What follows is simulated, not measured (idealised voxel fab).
The document below concerns the process module designated voxel capacitor over wiring.
In the cross-section labelled cut, the width is 270 nm and each square cell is 5 nm.
Just so we're on the same page, the cross-sections are grids of square cells, and they're listed out in bands top to bottom, each band one or more rows deep. Band entry format. Leading values: height of top, height of bottom, nm. Remainder: materials in left-to-right order, each with its width in nm. Special words: "everywhere" on a single material, which then fills the band edge to edge; "empty", empty space. It should be noted that heights are counted from 0, beneath which the wafer as supplied is of one material throughout, and that the lowest band possesses no lower boundary but continues downward, as written in "z 0 and below". Width spec "30->40" -> top row of cells at first value, bottom row at second value, equal per-row change in between. Where the words "nothing got changed" appear for a step, the cross-section shows no cell changed by that step; every cell remained as before. Each empty space that has no open way to the top and spans at least 8 cells appears under "Fully sealed cavities" as width x height at distance, the distance counted from the left edge, all in nm. Read whatever lies past the settings on a step's line as the simulator's own remark about the step. What "overlay nm" on a step's line means: if the step has a mask, that mask lay this far to the right of its planned place, or, when the value is negative, to the left. Quick note on how to read the rest: it's all pairs. You get the cross-section before a process step and the one after, but the after one only goes down as far as the lowest band that changed. The step in between, with its settings, sits under the pair. Heads up, the pairs can come from different runs of this module on the same starting wafer, so don't assume a pair picks up from the one above unless its "Ahead of processing" entry says it does.
Ahead of processing:
* z 80 to 70 = 95 of empty; 60 of TiN; 115 of empty
* z 70 to 65 = 95 of empty; 60 of HfO2; 115 of empty
* z 65 to 60 = TiN everywhere
* z 60 to 40 = 90 of lowk; 15 of Ru; 165 of lowk
* z 40 to 35 = 90 of SiCN; 15 of Ru; 165 of SiCN
* z 35 to 20 = 80 of lowk; 5 of TiN; 15 of Cu; 5 of TiN; 60 of lowk; 5 of TiN; 15 of Cu; 5 of TiN; 80 of lowk
* z 20 to 15 = 80 of SiN; 25 of TiN; 60 of SiN; 25 of TiN; 80 of SiN
* z 15 to 0 = SiO2 everywhere
* z 0 and below = Si everywhere
* Fully sealed cavities: none
Cross-Section Thereafter:
* z 95 to 80 = 95 of empty; 60 of aC; 115 of empty
* z 80 to 70 = 95 of aC; 60 of TiN; 115 of aC
* z 70 to 65 = 95 of aC; 60 of HfO2; 115 of aC
* Anything lower than 65 is untouched.
* Fully sealed cavities: none
The process step separating the two cross-sections depicted above is as follows: DIRECTIONAL_DEP, material aC, thk nm 15
Ahead of processing: we pick up right where the pair above leaves off, with its after cross-section.
Cross-Section Thereafter:
* z 130 to 95 = 85 of empty; 75 of resist; 110 of empty
* z 95 to 80 = 85 of empty; 10 of resist; 60 of aC; 5 of resist; 110 of empty
* Anything lower than 80 is untouched.
* Fully sealed cavities: none
The process step separating the two cross-sections depicted above is as follows: PATTERN, tone cover, mask id LOWER_PLATE, material resist, width nm 75, thk nm 35, overlay nm 0
Ahead of processing: we pick up right where the pair above leaves off, with its after cross-section.
Cross-Section Thereafter:
* z 115 to 95 = 85 of empty; 75 of resist; 110 of empty
* z 95 to 80 = 85 of empty; 10 of resist; 60 of aC; 5 of resist; 110 of empty
* z 80 to 70 = 85 of empty; 10 of aC; 60 of TiN; 5 of aC; 110 of empty
* z 70 to 65 = 85 of empty; 10 of aC; 60 of HfO2; 5 of aC; 110 of empty
* Anything lower than 65 is untouched.
* Fully sealed cavities: none
The process step separating the two cross-sections depicted above is as follows: DIRECTIONAL_ETCH, etch materials aC, depth nm 15
Ahead of processing: we pick up right where the pair above leaves off, with its after cross-section.
Cross-Section Thereafter:
* z 95 to 80 = 95 of empty; 60 of aC; 115 of empty
* Anything lower than 80 is untouched.
* Fully sealed cavities: none
The process step separating the two cross-sections depicted above is as follows: STRIP, etch materials resist
Ahead of processing: we pick up right where the pair above leaves off, with its after cross-section.
Cross-Section Thereafter:
* z 95 to 80 = 95 of empty; 60 of aC; 115 of empty
* z 80 to 70 = 85 of empty; 10 of aC; 60 of TiN; 5 of aC; 110 of empty
* z 70 to 65 = 85 of empty; 10 of aC; 60 of HfO2; 5 of aC; 110 of empty
* z 65 to 60 = 85 of empty; 75 of TiN; 110 of empty
* Anything lower than 60 is untouched.
* Fully sealed cavities: none
The process step separating the two cross-sections depicted above is as follows: DIRECTIONAL_ETCH, etch materials TiN, depth nm 5
Ahead of processing: we pick up right where the pair above leaves off, with its after cross-section.
Cross-Section Thereafter:
* z 80 to 70 = 95 of empty; 60 of TiN; 115 of empty
* z 70 to 65 = 95 of empty; 60 of HfO2; 115 of empty
* Anything lower than 65 is untouched.
* Fully sealed cavities: none
The process step separating the two cross-sections depicted above is as follows: STRIP, etch materials aC
Ahead of processing: we pick up right where the pair above leaves off, with its after cross-section.
Cross-Section Thereafter:
* z 100 to 80 = SiO2 everywhere
* z 80 to 70 = 95 of SiO2; 60 of TiN; 115 of SiO2
* z 70 to 65 = 95 of SiO2; 60 of HfO2; 115 of SiO2
* z 65 to 60 = 85 of SiO2; 75 of TiN; 110 of SiO2
* Anything lower than 60 is untouched.
* Fully sealed cavities: none
The process step separating the two cross-sections depicted above is as follows: FILL_DEP, material SiO2, thk nm 20
Ahead of processing: we pick up right where the pair above leaves off, with its after cross-section.
Cross-Section Thereafter:
* z 95 to 80 = SiO2 everywhere
* Anything lower than 80 is untouched.
* Fully sealed cavities: none
The process step separating the two cross-sections depicted above is as follows: CMP, height nm 95
Ahead of processing: we pick up right where the pair above leaves off, with its after cross-section.
Cross-Section Thereafter:
* z 105 to 95 = aC everywhere
* Anything lower than 95 is untouched.
* Fully sealed cavities: none
The process step separating the two cross-sections depicted above is as follows: DIRECTIONAL_DEP, material aC, thk nm 10
Ahead of processing: we pick up right where the pair above leaves off, with its after cross-section.
Cross-Section Thereafter:
* z 130 to 105 = 100 of resist; 15 of empty; 155 of resist
* Anything lower than 105 is untouched.
* Fully sealed cavities: none
The process step separating the two cross-sections depicted above is as follows: PATTERN, tone open, mask id PLUG_2, material resist, width nm 15, thk nm 25, overlay nm 0
Ahead of processing: we pick up right where the pair above leaves off, with its after cross-section.
Cross-Section Thereafter:
* z 120 to 105 = 100 of resist; 15 of empty; 155 of resist
* z 105 to 95 = 100 of aC; 15 of empty; 155 of aC
* Anything lower than 95 is untouched.
* Fully sealed cavities: none
The process step separating the two cross-sections depicted above is as follows: DIRECTIONAL_ETCH, etch materials aC, depth nm 10
Ahead of processing: we pick up right where the pair above leaves off, with its after cross-section.
Cross-Section Thereafter:
* z 105 to 95 = 100 of aC; 15 of empty; 155 of aC
* Anything lower than 95 is untouched.
* Fully sealed cavities: none
The process step separating the two cross-sections depicted above is as follows: STRIP, etch materials resist
Ahead of processing: we pick up right where the pair above leaves off, with its after cross-section.
Cross-Section Thereafter:
* z 105 to 95 = 100 of aC; 15 of empty; 155 of aC
* z 95 to 80 = 100 of SiO2; 15 of empty; 155 of SiO2
* Anything lower than 80 is untouched.
* Fully sealed cavities: none
The process step separating the two cross-sections depicted above is as follows: DIRECTIONAL_ETCH, etch materials SiO2, depth nm 15
Ahead of processing: we pick up right where the pair above leaves off, with its after cross-section.
Cross-Section Thereafter:
* z 95 to 80 = 100 of SiO2; 15 of empty; 155 of SiO2
* Anything lower than 80 is untouched.
* Fully sealed cavities: none
The process step separating the two cross-sections depicted above is as follows: STRIP, etch materials aC
Ahead of processing: we pick up right where the pair above leaves off, with its after cross-section.
Cross-Section Thereafter:
* z 100 to 95 = 105 of TiN; 5 of empty; 160 of TiN
* z 95 to 85 = 100 of SiO2; 5 of TiN; 5 of empty; 5 of TiN; 155 of SiO2
* z 85 to 80 = 100 of SiO2; 15 of TiN; 155 of SiO2
* Anything lower than 80 is untouched.
* Fully sealed cavities: none
The process step separating the two cross-sections depicted above is as follows: CONFORMAL_DEP, material TiN, thk nm 5
Ahead of processing: we pick up right where the pair above leaves off, with its after cross-section.
Cross-Section Thereafter:
* z 105 to 100 = Cu everywhere
* z 100 to 95 = 105 of TiN; 5 of Cu; 160 of TiN
* z 95 to 85 = 100 of SiO2; 5 of TiN; 5 of Cu; 5 of TiN; 155 of SiO2
* Anything lower than 85 is untouched.
* Fully sealed cavities: none
The process step separating the two cross-sections depicted above is as follows: FILL_DEP, material Cu, thk nm 5
Ahead of processing: we pick up right where the pair above leaves off, with its after cross-section.
Cross-Section Thereafter:
* z 95 to 85 = 100 of SiO2; 5 of TiN; 5 of Cu; 5 of TiN; 155 of SiO2
* Anything lower than 85 is untouched.
* Fully sealed cavities: none
The process step separating the two cross-sections depicted above is as follows: CMP, height nm 95
Ahead of processing: we pick up right where the pair above leaves off, with its after cross-section.
Cross-Section Thereafter:
* z 100 to 95 = SiCN everywhere
* Anything lower than 95 is untouched.
* Fully sealed cavities: none
The process step separating the two cross-sections depicted above is as follows: CONFORMAL_DEP, material SiCN, thk nm 5
Ahead of processing:
* z 35 to 20 = lowk everywhere
* z 20 to 15 = SiN everywhere
* z 15 to 0 = SiO2 everywhere
* z 0 and below = Si everywhere
* Fully sealed cavities: none
Cross-Section Thereafter:
* z 50 to 35 = 70 of resist; 25 of empty; 60 of resist; 25 of empty; 90 of resist
* Anything lower than 35 is untouched.
* Fully sealed cavities: none
The process step separating the two cross-sections depicted above is as follows: PATTERN, tone open, mask id METAL_1, material resist, width nm 25, pitch nm 85, thk nm 15, overlay nm -10
Ahead of processing: we pick up right where the pair above leaves off, with its after cross-section.
Cross-Section Thereafter:
* z 50 to 35 = 70 of resist; 25 of empty; 60 of resist; 25 of empty; 90 of resist
* z 35 to 20 = 70 of lowk; 25 of empty; 60 of lowk; 25 of empty; 90 of lowk
* Anything lower than 20 is untouched.
* Fully sealed cavities: none
The process step separating the two cross-sections depicted above is as follows: DIRECTIONAL_ETCH, etch materials lowk, depth nm 15
Ahead of processing: we pick up right where the pair above leaves off, with its after cross-section.
Cross-Section Thereafter:
* z 50 to 35 = 70 of resist; 25 of empty; 60 of resist; 25 of empty; 90 of resist
* z 35 to 20 = 70 of lowk; 25 of empty; 60 of lowk; 25 of empty; 90 of lowk
* z 20 to 15 = 70 of SiN; 25 of empty; 60 of SiN; 25 of empty; 90 of SiN
* Anything lower than 15 is untouched.
* Fully sealed cavities: none
The process step separating the two cross-sections depicted above is as follows: DIRECTIONAL_ETCH, etch materials SiN, depth nm 5
Ahead of processing: we pick up right where the pair above leaves off, with its after cross-section.
Cross-Section Thereafter:
* z 35 to 20 = 70 of lowk; 25 of empty; 60 of lowk; 25 of empty; 90 of lowk
* Anything lower than 20 is untouched.
* Fully sealed cavities: none
The process step separating the two cross-sections depicted above is as follows: STRIP, etch materials resist
Ahead of processing: we pick up right where the pair above leaves off, with its after cross-section.
Cross-Section Thereafter:
* z 40 to 35 = 75 of TiN; 15 of empty; 70 of TiN; 15 of empty; 95 of TiN
* z 35 to 20 = 70 of lowk; 5 of TiN; 15 of empty; 5 of TiN; 60 of lowk; 5 of TiN; 15 of empty; 5 of TiN; 90 of lowk
* z 20 to 15 = 70 of SiN; 25 of TiN; 60 of SiN; 25 of TiN; 90 of SiN
* Anything lower than 15 is untouched.
* Fully sealed cavities: none
The process step separating the two cross-sections depicted above is as follows: CONFORMAL_DEP, material TiN, thk nm 5
Ahead of processing: we pick up right where the pair above leaves off, with its after cross-section.
Cross-Section Thereafter:
* z 50 to 40 = Cu everywhere
* z 40 to 35 = 75 of TiN; 15 of Cu; 70 of TiN; 15 of Cu; 95 of TiN
* z 35 to 20 = 70 of lowk; 5 of TiN; 15 of Cu; 5 of TiN; 60 of lowk; 5 of TiN; 15 of Cu; 5 of TiN; 90 of lowk
* Anything lower than 20 is untouched.
* Fully sealed cavities: none
The process step separating the two cross-sections depicted above is as follows: FILL_DEP, material Cu, thk nm 10
Ahead of processing: we pick up right where the pair above leaves off, with its after cross-section.
Cross-Section Thereafter:
* z 35 to 20 = 70 of lowk; 5 of TiN; 15 of Cu; 5 of TiN; 60 of lowk; 5 of TiN; 15 of Cu; 5 of TiN; 90 of lowk
* Anything lower than 20 is untouched.
* Fully sealed cavities: none
The process step separating the two cross-sections depicted above is as follows: CMP, height nm 35
Ahead of processing: we pick up right where the pair above leaves off, with its after cross-section.
Cross-Section Thereafter:
* z 40 to 35 = SiCN everywhere
* Anything lower than 35 is untouched.
* Fully sealed cavities: none
The process step separating the two cross-sections depicted above is as follows: CONFORMAL_DEP, material SiCN, thk nm 5
Ahead of processing: we pick up right where the pair above leaves off, with its after cross-section.
Cross-Section Thereafter:
* z 60 to 40 = lowk everywhere
* Anything lower than 40 is untouched.
* Fully sealed cavities: none
The process step separating the two cross-sections depicted above is as follows: DIRECTIONAL_DEP, material lowk, thk nm 20
Ahead of processing: we pick up right where the pair above leaves off, with its after cross-section.
Cross-Section Thereafter:
* z 75 to 60 = 90 of resist; 15 of empty; 165 of resist
* Anything lower than 60 is untouched.
* Fully sealed cavities: none
The process step separating the two cross-sections depicted above is as follows: PATTERN, tone open, mask id PLUG_1, material resist, width nm 15, thk nm 15, overlay nm 0
Ahead of processing: we pick up right where the pair above leaves off, with its after cross-section.
Cross-Section Thereafter:
* z 75 to 60 = 90 of resist; 15 of empty; 165 of resist
* z 60 to 40 = 90 of lowk; 15 of empty; 165 of lowk
* Anything lower than 40 is untouched.
* Fully sealed cavities: none
The process step separating the two cross-sections depicted above is as follows: DIRECTIONAL_ETCH, etch materials lowk, depth nm 20
Ahead of processing: we pick up right where the pair above leaves off, with its after cross-section.
Cross-Section Thereafter:
* z 75 to 60 = 90 of resist; 15 of empty; 165 of resist
* z 60 to 40 = 90 of lowk; 15 of empty; 165 of lowk
* z 40 to 35 = 90 of SiCN; 15 of empty; 165 of SiCN
* Anything lower than 35 is untouched.
* Fully sealed cavities: none
The process step separating the two cross-sections depicted above is as follows: DIRECTIONAL_ETCH, etch materials SiCN, depth nm 5
Ahead of processing: we pick up right where the pair above leaves off, with its after cross-section.
Cross-Section Thereafter:
* z 60 to 40 = 90 of lowk; 15 of empty; 165 of lowk
* Anything lower than 40 is untouched.
* Fully sealed cavities: none
The process step separating the two cross-sections depicted above is as follows: STRIP, etch materials resist
Ahead of processing: we pick up right where the pair above leaves off, with its after cross-section.
Cross-Section Thereafter:
* z 60 to 45 = 90 of lowk; 15 of empty; 165 of lowk
* z 45 to 40 = 90 of lowk; 15 of Ru; 165 of lowk
* z 40 to 35 = 90 of SiCN; 15 of Ru; 165 of SiCN
* Anything lower than 35 is untouched.
* Fully sealed cavities: none
The process step separating the two cross-sections depicted above is as follows: EPI, material Ru, thk nm 10
Ahead of processing: we pick up right where the pair above leaves off, with its after cross-section.
Cross-Section Thereafter:
* z 60 to 55 = 90 of lowk; 15 of empty; 165 of lowk
* z 55 to 40 = 90 of lowk; 15 of Ru; 165 of lowk
* Anything lower than 40 is untouched.
* Fully sealed cavities: none
The process step separating the two cross-sections depicted above is as follows: EPI, material Ru, thk nm 10
Ahead of processing: we pick up right where the pair above leaves off, with its after cross-section.
Cross-Section Thereafter:
* z 60 to 40 = 90 of lowk; 15 of Ru; 165 of lowk
* Anything lower than 40 is untouched.
* Fully sealed cavities: none
The process step separating the two cross-sections depicted above is as follows: EPI, material Ru, thk nm 5
Ahead of processing: we pick up right where the pair above leaves off, with its after cross-section.
Cross-Section Thereafter:
* z 65 to 60 = TiN everywhere
* Anything lower than 60 is untouched.
* Fully sealed cavities: none
The process step separating the two cross-sections depicted above is as follows: DIRECTIONAL_DEP, material TiN, thk nm 5
Ahead of processing: we pick up right where the pair above leaves off, with its after cross-section.
Cross-Section Thereafter:
* z 70 to 65 = HfO2 everywhere
* Anything lower than 65 is untouched.
* Fully sealed cavities: none
The process step separating the two cross-sections depicted above is as follows: DIRECTIONAL_DEP, material HfO2, thk nm 5
Ahead of processing: we pick up right where the pair above leaves off, with its after cross-section.
Cross-Section Thereafter:
* z 80 to 70 = TiN everywhere
* Anything lower than 70 is untouched.
* Fully sealed cavities: none
The process step separating the two cross-sections depicted above is as follows: DIRECTIONAL_DEP, material TiN, thk nm 10
Ahead of processing: we pick up right where the pair above leaves off, with its after cross-section.
Cross-Section Thereafter:
* z 90 to 80 = aC everywhere
* Anything lower than 80 is untouched.
* Fully sealed cavities: none
The process step separating the two cross-sections depicted above is as follows: DIRECTIONAL_DEP, material aC, thk nm 10
Ahead of processing: we pick up right where the pair above leaves off, with its after cross-section.
Cross-Section Thereafter:
* z 120 to 90 = 90 of empty; 65 of resist; 115 of empty
* Anything lower than 90 is untouched.
* Fully sealed cavities: none
The process step separating the two cross-sections depicted above is as follows: PATTERN, tone cover, mask id UPPER_PLATE, material resist, width nm 65, thk nm 30, overlay nm 0
Ahead of processing: we pick up right where the pair above leaves off, with its after cross-section.
Cross-Section Thereafter:
* z 110 to 90 = 90 of empty; 65 of resist; 115 of empty
* z 90 to 80 = 90 of empty; 65 of aC; 115 of empty
* Anything lower than 80 is untouched.
* Fully sealed cavities: none
The process step separating the two cross-sections depicted above is as follows: DIRECTIONAL_ETCH, etch materials aC, depth nm 10
Ahead of processing: we pick up right where the pair above leaves off, with its after cross-section.
Cross-Section Thereafter:
* z 90 to 80 = 90 of empty; 65 of aC; 115 of empty
* Anything lower than 80 is untouched.
* Fully sealed cavities: none
The process step separating the two cross-sections depicted above is as follows: STRIP, etch materials resist
Ahead of processing: we pick up right where the pair above leaves off, with its after cross-section.
Cross-Section Thereafter:
* z 90 to 80 = 90 of empty; 65 of aC; 115 of empty
* z 80 to 70 = 90 of empty; 65 of TiN; 115 of empty
* Anything lower than 70 is untouched.
* Fully sealed cavities: none
The process step separating the two cross-sections depicted above is as follows: DIRECTIONAL_ETCH, etch materials TiN, depth nm 10
Ahead of processing: we pick up right where the pair above leaves off, with its after cross-section.
Cross-Section Thereafter:
* z 90 to 80 = 90 of empty; 65 of aC; 115 of empty
* z 80 to 70 = 90 of empty; 65 of TiN; 115 of empty
* z 70 to 65 = 90 of empty; 65 of HfO2; 115 of empty
* Anything lower than 65 is untouched.
* Fully sealed cavities: none
The process step separating the two cross-sections depicted above is as follows: DIRECTIONAL_ETCH, etch materials HfO2, depth nm 5
Ahead of processing: we pick up right where the pair above leaves off, with its after cross-section.
Cross-Section Thereafter:
* z 80 to 70 = 90 of empty; 65 of TiN; 115 of empty
* Anything lower than 70 is untouched.
* Fully sealed cavities: none
The process step separating the two cross-sections depicted above is as follows: STRIP, etch materials aC
Ahead of processing: we pick up right where the pair above leaves off, with its after cross-section.
Cross-Section Thereafter:
* z 95 to 80 = 90 of empty; 65 of aC; 115 of empty
* z 80 to 70 = 90 of aC; 65 of TiN; 115 of aC
* z 70 to 65 = 90 of aC; 65 of HfO2; 115 of aC
* Anything lower than 65 is untouched.
* Fully sealed cavities: none
The process step separating the two cross-sections depicted above is as follows: DIRECTIONAL_DEP, material aC, thk nm 15
Ahead of processing: we pick up right where the pair above leaves off, with its after cross-section.
Cross-Section Thereafter:
* z 130 to 95 = 85 of empty; 75 of resist; 110 of empty
* z 95 to 80 = 85 of empty; 5 of resist; 65 of aC; 5 of resist; 110 of empty
* Anything lower than 80 is untouched.
* Fully sealed cavities: none
The process step separating the two cross-sections depicted above is as follows: PATTERN, tone cover, mask id LOWER_PLATE, material resist, width nm 75, thk nm 35, overlay nm 0
Ahead of processing: we pick up right where the pair above leaves off, with its after cross-section.
Cross-Section Thereafter:
* z 115 to 95 = 85 of empty; 75 of resist; 110 of empty
* z 95 to 80 = 85 of empty; 5 of resist; 65 of aC; 5 of resist; 110 of empty
* z 80 to 70 = 85 of empty; 5 of aC; 65 of TiN; 5 of aC; 110 of empty
* z 70 to 65 = 85 of empty; 5 of aC; 65 of HfO2; 5 of aC; 110 of empty
* Anything lower than 65 is untouched.
* Fully sealed cavities: none
The process step separating the two cross-sections depicted above is as follows: DIRECTIONAL_ETCH, etch materials aC, depth nm 15
Ahead of processing: we pick up right where the pair above leaves off, with its after cross-section.
Cross-Section Thereafter:
* z 95 to 80 = 90 of empty; 65 of aC; 115 of empty
* Anything lower than 80 is untouched.
* Fully sealed cavities: none
The process step separating the two cross-sections depicted above is as follows: STRIP, etch materials resist
Ahead of processing: we pick up right where the pair above leaves off, with its after cross-section.
Cross-Section Thereafter:
* z 95 to 80 = 90 of empty; 65 of aC; 115 of empty
* z 80 to 70 = 85 of empty; 5 of aC; 65 of TiN; 5 of aC; 110 of empty
* z 70 to 65 = 85 of empty; 5 of aC; 65 of HfO2; 5 of aC; 110 of empty
* z 65 to 60 = 85 of empty; 75 of TiN; 110 of empty
* Anything lower than 60 is untouched.
* Fully sealed cavities: none
The process step separating the two cross-sections depicted above is as follows: DIRECTIONAL_ETCH, etch materials TiN, depth nm 5
Ahead of processing: we pick up right where the pair above leaves off, with its after cross-section.
Cross-Section Thereafter:
* z 80 to 70 = 90 of empty; 65 of TiN; 115 of empty
* z 70 to 65 = 90 of empty; 65 of HfO2; 115 of empty
* Anything lower than 65 is untouched.
* Fully sealed cavities: none
The process step separating the two cross-sections depicted above is as follows: STRIP, etch materials aC
Ahead of processing: we pick up right where the pair above leaves off, with its after cross-section.
Cross-Section Thereafter:
* z 100 to 80 = SiO2 everywhere
* z 80 to 70 = 90 of SiO2; 65 of TiN; 115 of SiO2
* z 70 to 65 = 90 of SiO2; 65 of HfO2; 115 of SiO2
* z 65 to 60 = 85 of SiO2; 75 of TiN; 110 of SiO2
* Anything lower than 60 is untouched.
* Fully sealed cavities: none
The process step separating the two cross-sections depicted above is as follows: FILL_DEP, material SiO2, thk nm 20
Ahead of processing: we pick up right where the pair above leaves off, with its after cross-section.
Cross-Section Thereafter:
* z 95 to 80 = SiO2 everywhere
* Anything lower than 80 is untouched.
* Fully sealed cavities: none
The process step separating the two cross-sections depicted above is as follows: CMP, height nm 95
Ahead of processing: we pick up right where the pair above leaves off, with its after cross-section.
Cross-Section Thereafter:
* z 105 to 95 = aC everywhere
* Anything lower than 95 is untouched.
* Fully sealed cavities: none
The process step separating the two cross-sections depicted above is as follows: DIRECTIONAL_DEP, material aC, thk nm 10
Ahead of processing: we pick up right where the pair above leaves off, with its after cross-section.
Cross-Section Thereafter:
* z 130 to 105 = 100 of resist; 15 of empty; 155 of resist
* Anything lower than 105 is untouched.
* Fully sealed cavities: none
The process step separating the two cross-sections depicted above is as follows: PATTERN, tone open, mask id PLUG_2, material resist, width nm 15, thk nm 25, overlay nm 0
Ahead of processing: we pick up right where the pair above leaves off, with its after cross-section.
Cross-Section Thereafter:
* z 120 to 105 = 100 of resist; 15 of empty; 155 of resist
* z 105 to 95 = 100 of aC; 15 of empty; 155 of aC
* Anything lower than 95 is untouched.
* Fully sealed cavities: none
The process step separating the two cross-sections depicted above is as follows: DIRECTIONAL_ETCH, etch materials aC, depth nm 10
Ahead of processing: we pick up right where the pair above leaves off, with its after cross-section.
Cross-Section Thereafter:
* z 105 to 95 = 100 of aC; 15 of empty; 155 of aC
* Anything lower than 95 is untouched.
* Fully sealed cavities: none
The process step separating the two cross-sections depicted above is as follows: STRIP, etch materials resist
Ahead of processing: we pick up right where the pair above leaves off, with its after cross-section.
Cross-Section Thereafter:
* z 105 to 95 = 100 of aC; 15 of empty; 155 of aC
* z 95 to 80 = 100 of SiO2; 15 of empty; 155 of SiO2
* Anything lower than 80 is untouched.
* Fully sealed cavities: none
The process step separating the two cross-sections depicted above is as follows: DIRECTIONAL_ETCH, etch materials SiO2, depth nm 15
Ahead of processing: we pick up right where the pair above leaves off, with its after cross-section.
Cross-Section Thereafter:
* z 95 to 80 = 100 of SiO2; 15 of empty; 155 of SiO2
* Anything lower than 80 is untouched.
* Fully sealed cavities: none
The process step separating the two cross-sections depicted above is as follows: STRIP, etch materials aC
Ahead of processing: we pick up right where the pair above leaves off, with its after cross-section.
Cross-Section Thereafter:
* z 100 to 95 = 105 of TiN; 5 of empty; 160 of TiN
* z 95 to 85 = 100 of SiO2; 5 of TiN; 5 of empty; 5 of TiN; 155 of SiO2
* z 85 to 80 = 100 of SiO2; 15 of TiN; 155 of SiO2
* Anything lower than 80 is untouched.
* Fully sealed cavities: none
The process step separating the two cross-sections depicted above is as follows: CONFORMAL_DEP, material TiN, thk nm 5
Ahead of processing: we pick up right where the pair above leaves off, with its after cross-section.
Cross-Section Thereafter:
* z 105 to 100 = Cu everywhere
* z 100 to 95 = 105 of TiN; 5 of Cu; 160 of TiN
* z 95 to 85 = 100 of SiO2; 5 of TiN; 5 of Cu; 5 of TiN; 155 of SiO2
* Anything lower than 85 is untouched.
* Fully sealed cavities: none
The process step separating the two cross-sections depicted above is as follows: FILL_DEP, material Cu, thk nm 5
Ahead of processing: we pick up right where the pair above leaves off, with its after cross-section.
Cross-Section Thereafter:
* z 95 to 85 = 100 of SiO2; 5 of TiN; 5 of Cu; 5 of TiN; 155 of SiO2
* Anything lower than 85 is untouched.
* Fully sealed cavities: none
The process step separating the two cross-sections depicted above is as follows: CMP, height nm 95
Ahead of processing: we pick up right where the pair above leaves off, with its after cross-section.
Cross-Section Thereafter:
* z 100 to 95 = SiCN everywhere
* Anything lower than 95 is untouched.
* Fully sealed cavities: none
The process step separating the two cross-sections depicted above is as follows: CONFORMAL_DEP, material SiCN, thk nm 5
Ahead of processing:
* z 35 to 20 = 80 of lowk; 5 of TiN; 15 of Cu; 5 of TiN; 60 of lowk; 5 of TiN; 15 of Cu; 5 of TiN; 80 of lowk
* z 20 to 15 = 80 of SiN; 25 of TiN; 60 of SiN; 25 of TiN; 80 of SiN
* z 15 to 0 = SiO2 everywhere
* z 0 and below = Si everywhere
* Fully sealed cavities: none
Cross-Section Thereafter:
* z 40 to 35 = lowk everywhere
* Anything lower than 35 is untouched.
* Fully sealed cavities: none
The process step separating the two cross-sections depicted above is as follows: CONFORMAL_DEP, material lowk, thk nm 5
Ahead of processing: we pick up right where the pair above leaves off, with its after cross-section.
Cross-Section Thereafter:
* z 60 to 35 = lowk everywhere
* Anything lower than 35 is untouched.
* Fully sealed cavities: none
The process step separating the two cross-sections depicted above is as follows: DIRECTIONAL_DEP, material lowk, thk nm 20
Ahead of processing: we pick up right where the pair above leaves off, with its after cross-section.
Cross-Section Thereafter:
* z 75 to 60 = 90 of resist; 15 of empty; 165 of resist
* Anything lower than 60 is untouched.
* Fully sealed cavities: none
The process step separating the two cross-sections depicted above is as follows: PATTERN, tone open, mask id PLUG_1, material resist, width nm 15, thk nm 15, overlay nm 0
Ahead of processing: we pick up right where the pair above leaves off, with its after cross-section.
Cross-Section Thereafter:
* z 75 to 60 = 90 of resist; 15 of empty; 165 of resist
* z 60 to 40 = 90 of lowk; 15 of empty; 165 of lowk
* Anything lower than 40 is untouched.
* Fully sealed cavities: none
The process step separating the two cross-sections depicted above is as follows: DIRECTIONAL_ETCH, etch materials lowk, depth nm 20
Ahead of processing: we pick up right where the pair above leaves off, with its after cross-section.
Cross-Section Thereafter:
* z 60 to 40 = 90 of lowk; 15 of empty; 165 of lowk
* Anything lower than 40 is untouched.
* Fully sealed cavities: none
The process step separating the two cross-sections depicted above is as follows: STRIP, etch materials resist
Ahead of processing: we pick up right where the pair above leaves off, with its after cross-section.
Cross-Section Thereafter:
* z 65 to 60 = 90 of TiN; 15 of empty; 165 of TiN
* z 60 to 45 = 90 of lowk; 15 of empty; 165 of lowk
* z 45 to 40 = 90 of lowk; 15 of TiN; 165 of lowk
* Anything lower than 40 is untouched.
* Fully sealed cavities: none
The process step separating the two cross-sections depicted above is as follows: DIRECTIONAL_DEP, material TiN, thk nm 5
Ahead of processing: we pick up right where the pair above leaves off, with its after cross-section.
Cross-Section Thereafter:
* z 70 to 65 = 90 of HfO2; 15 of empty; 165 of HfO2
* z 65 to 60 = 90 of TiN; 15 of empty; 165 of TiN
* z 60 to 50 = 90 of lowk; 15 of empty; 165 of lowk
* z 50 to 45 = 90 of lowk; 15 of HfO2; 165 of lowk
* Anything lower than 45 is untouched.
* Fully sealed cavities: none
The process step separating the two cross-sections depicted above is as follows: DIRECTIONAL_DEP, material HfO2, thk nm 5
Ahead of processing: we pick up right where the pair above leaves off, with its after cross-section.
Cross-Section Thereafter:
* z 80 to 70 = 90 of TiN; 15 of empty; 165 of TiN
* z 70 to 65 = 90 of HfO2; 15 of empty; 165 of HfO2
* z 65 to 60 = 90 of TiN; 15 of empty; 165 of TiN
* z 60 to 50 = 90 of lowk; 15 of TiN; 165 of lowk
* Anything lower than 50 is untouched.
* Fully sealed cavities: none
The process step separating the two cross-sections depicted above is as follows: DIRECTIONAL_DEP, material TiN, thk nm 10
Ahead of processing: we pick up right where the pair above leaves off, with its after cross-section.
Cross-Section Thereafter:
* z 90 to 80 = 90 of aC; 15 of empty; 165 of aC
* z 80 to 70 = 90 of TiN; 15 of empty; 165 of TiN
* z 70 to 65 = 90 of HfO2; 15 of aC; 165 of HfO2
* z 65 to 60 = 90 of TiN; 15 of aC; 165 of TiN
* Anything lower than 60 is untouched.
* Fully sealed cavities: none
The process step separating the two cross-sections depicted above is as follows: DIRECTIONAL_DEP, material aC, thk nm 10
Ahead of processing: we pick up right where the pair above leaves off, with its after cross-section.
Cross-Section Thereafter:
* z 120 to 90 = 90 of empty; 65 of resist; 115 of empty
* z 90 to 80 = 90 of aC; 15 of resist; 165 of aC
* z 80 to 70 = 90 of TiN; 15 of resist; 165 of TiN
* Anything lower than 70 is untouched.
* Fully sealed cavities: none
The process step separating the two cross-sections depicted above is as follows: PATTERN, tone cover, mask id UPPER_PLATE, material resist, width nm 65, thk nm 30, overlay nm 0
Ahead of processing: we pick up right where the pair above leaves off, with its after cross-section.
Cross-Section Thereafter:
* z 110 to 90 = 90 of empty; 65 of resist; 115 of empty
* z 90 to 80 = 90 of empty; 15 of resist; 50 of aC; 115 of empty
* Anything lower than 80 is untouched.
* Fully sealed cavities: none
The process step separating the two cross-sections depicted above is as follows: DIRECTIONAL_ETCH, etch materials aC, depth nm 10
Ahead of processing: we pick up right where the pair above leaves off, with its after cross-section.
Cross-Section Thereafter:
* z 90 to 80 = 105 of empty; 50 of aC; 115 of empty
* z 80 to 70 = 90 of TiN; 15 of empty; 165 of TiN
* Anything lower than 70 is untouched.
* Fully sealed cavities: none
The process step separating the two cross-sections depicted above is as follows: STRIP, etch materials resist
Ahead of processing: we pick up right where the pair above leaves off, with its after cross-section.
Cross-Section Thereafter:
* z 90 to 80 = 105 of empty; 50 of aC; 115 of empty
* z 80 to 70 = 105 of empty; 50 of TiN; 115 of empty
* Anything lower than 70 is untouched.
* Fully sealed cavities: none
The process step separating the two cross-sections depicted above is as follows: DIRECTIONAL_ETCH, etch materials TiN, depth nm 10
